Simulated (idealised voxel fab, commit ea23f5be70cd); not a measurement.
The following process module bears the name voxel capacitor over wiring.
Cross-section cut: width 300 nm, square cells of 5 nm.
Notation: cross-section as square-cell grid; stated in bands, top first, going down; one or more cell rows per band.
Band entry format. Leading values: height of top, height of bottom, nm. Remainder: materials in left-to-right order, each with its width in nm. Special words: "all across" on a single material, which then fills the band edge to edge; "air", empty space.
Ref level 0: as-received wafer is one material below here. Bottom band extends down with no lower bound ("0 nm and below").
A width such as "30->40" changes by the same amount from each row of cells to the next, from the band's top row to its bottom row.
When a step is marked "nothing changed", none of the cells in the cross-section changed during that step.
Entry "Entrapped voids". Content: empty spaces with no open connection to the top, size 8 cells or greater. Each: width x height at distance. Distance: from left edge. Unit: nm.
That trailing text on a step's line, after the settings, is the simulator's own remark on the step.
Steps that use a mask can have "overlay nm" on their line. It says how far the mask sat to the right of where it was meant to be. Negative means to the left.

Steps in the process plan:
step 1: RECEIVE (material Si)
step 2: CONFORMAL_DEP (material SiO2; thk nm 10)
step 3: DIRECTIONAL_DEP (material TiN; thk nm 5)
step 4: DIRECTIONAL_DEP (material W; thk nm 25)
step 5: PATTERN (tone cover; mask id METAL_1; material resist; width nm 20; pitch nm 85; thk nm 20; overlay nm 0)
step 6: DIRECTIONAL_ETCH (etch materials W; depth nm 25)
step 7: DIRECTIONAL_ETCH (etch materials TiN; depth nm 5)
step 8: STRIP (etch materials resist)
step 9: FILL_DEP (material SiO2; thk nm 10)
step 10: CMP (height nm 40)
step 11: CONFORMAL_DEP (material SiCN; thk nm 5)
step 12: DIRECTIONAL_DEP (material SiO2; thk nm 20)
step 13: DIRECTIONAL_DEP (material aC; thk nm 15)
step 14: PATTERN (tone open; mask id PLUG_1; material resist; width nm 15; thk nm 35; overlay nm 0)
step 15: DIRECTIONAL_ETCH (etch materials aC; depth nm 15)
step 16: STRIP (etch materials resist)
step 17: DIRECTIONAL_ETCH (etch materials SiO2; depth nm 20)
step 18: DIRECTIONAL_ETCH (etch materials SiCN; depth nm 5)
step 19: STRIP (etch materials aC)
step 20: CONFORMAL_DEP (material TiN; thk nm 5)
step 21: FILL_DEP (material Cu; thk nm 10)
step 22: CMP (height nm 65)
step 23: DIRECTIONAL_DEP (material TiN; thk nm 10)
step 24: DIRECTIONAL_DEP (material Al2O3; thk nm 5)
step 25: DIRECTIONAL_DEP (material TiN; thk nm 5)
step 26: DIRECTIONAL_DEP (material aC; thk nm 10)
step 27: PATTERN (tone cover; mask id UPPER_PLATE; material resist; width nm 70; thk nm 30; overlay nm 0)
step 28: DIRECTIONAL_ETCH (etch materials aC; depth nm 10)
step 29: STRIP (etch materials resist)
step 30: DIRECTIONAL_ETCH (etch materials TiN; depth nm 5)
step 31: DIRECTIONAL_ETCH (etch materials Al2O3; depth nm 5)
step 32: STRIP (etch materials aC)
step 33: DIRECTIONAL_DEP (material aC; thk nm 10)
step 34: PATTERN (tone cover; mask id LOWER_PLATE; material resist; width nm 80; thk nm 30; overlay nm 0)
step 35: DIRECTIONAL_ETCH (etch materials aC; depth nm 10)
step 36: STRIP (etch materials resist)
step 37: DIRECTIONAL_ETCH (etch materials TiN; depth nm 10)
step 38: STRIP (etch materials aC)
step 39: FILL_DEP (material SiO2; thk nm 20)
step 40: CMP (height nm 100)
step 41: PATTERN (tone open; mask id PLUG_2; material resist; width nm 15; thk nm 15; overlay nm 0)
step 42: DIRECTIONAL_ETCH (etch materials SiO2; depth nm 15)
step 43: STRIP (etch materials resist)
step 44: CONFORMAL_DEP (material TiN; thk nm 5)
step 45: FILL_DEP (material W; thk nm 10)
step 46: CMP (height nm 100)
step 47: CONFORMAL_DEP (material SiCN; thk nm 5)

The cross-section here shows the wafer as received, i.e. in its state after step 1:
> 0 nm and below  Si all across
> Entrapped voids: none

Cross-section taken at module completion on the first of two wafers; processed per the plan:
> 105 nm to 100 nm  SiCN all across
> 100 nm to 90 nm  110 of SiO2  5 of TiN  5 of W  5 of TiN  175 of SiO2
> 90 nm to 80 nm  110->100 of SiO2  15->70 of TiN  175->130 of SiO2
> 80 nm to 75 nm  100 of SiO2  70 of Al2O3  130 of SiO2
> 75 nm to 65 nm  95 of SiO2  80 of TiN  125 of SiO2
> 65 nm to 45 nm  100 of SiO2  5 of TiN  5 of Cu  5 of TiN  185 of SiO2
> 45 nm to 40 nm  100 of SiCN  15 of TiN  185 of SiCN
> 40 nm to 15 nm  95 of SiO2  20 of W  65 of SiO2  20 of W  100 of SiO2
> 15 nm to 10 nm  95 of SiO2  20 of TiN  65 of SiO2  20 of TiN  100 of SiO2
> 10 nm to 0 nm  SiO2 all across
> 0 nm and below  Si all across
> Entrapped voids: none

Presented here is a cross-section of the second of the two wafers as it stood at the end of the module. It was started in the same manner and assigned the same plan as the first wafer; however, one mistake was made in its execution:
> 105 nm to 100 nm  SiCN all across
> 100 nm to 90 nm  110 of SiO2  5 of TiN  5 of W  5 of TiN  175 of SiO2
> 90 nm to 80 nm  110->100 of SiO2  15->70 of TiN  175->130 of SiO2
> 80 nm to 75 nm  100 of SiO2  70 of Al2O3  130 of SiO2
> 75 nm to 65 nm  95 of SiO2  80 of TiN  125 of SiO2
> 65 nm to 60 nm  100 of SiCN  15 of TiN  185 of SiCN
> 60 nm to 40 nm  SiCN all across
> 40 nm to 15 nm  95 of SiO2  20 of W  65 of SiO2  20 of W  100 of SiO2
> 15 nm to 10 nm  95 of SiO2  20 of TiN  65 of SiO2  20 of TiN  100 of SiO2
> 10 nm to 0 nm  SiO2 all across
> 0 nm and below  Si all across
> Entrapped voids: none
Misprocessing identified: rather than as planned, step 12 actually ran as DIRECTIONAL_DEP (material SiCN; thk nm 20)
Counted in cells at the end, the second wafer holds more or fewer of these materials than the first: 4 fewer of Cu; 240 more of SiCN; 228 fewer of SiO2; 8 fewer of TiN
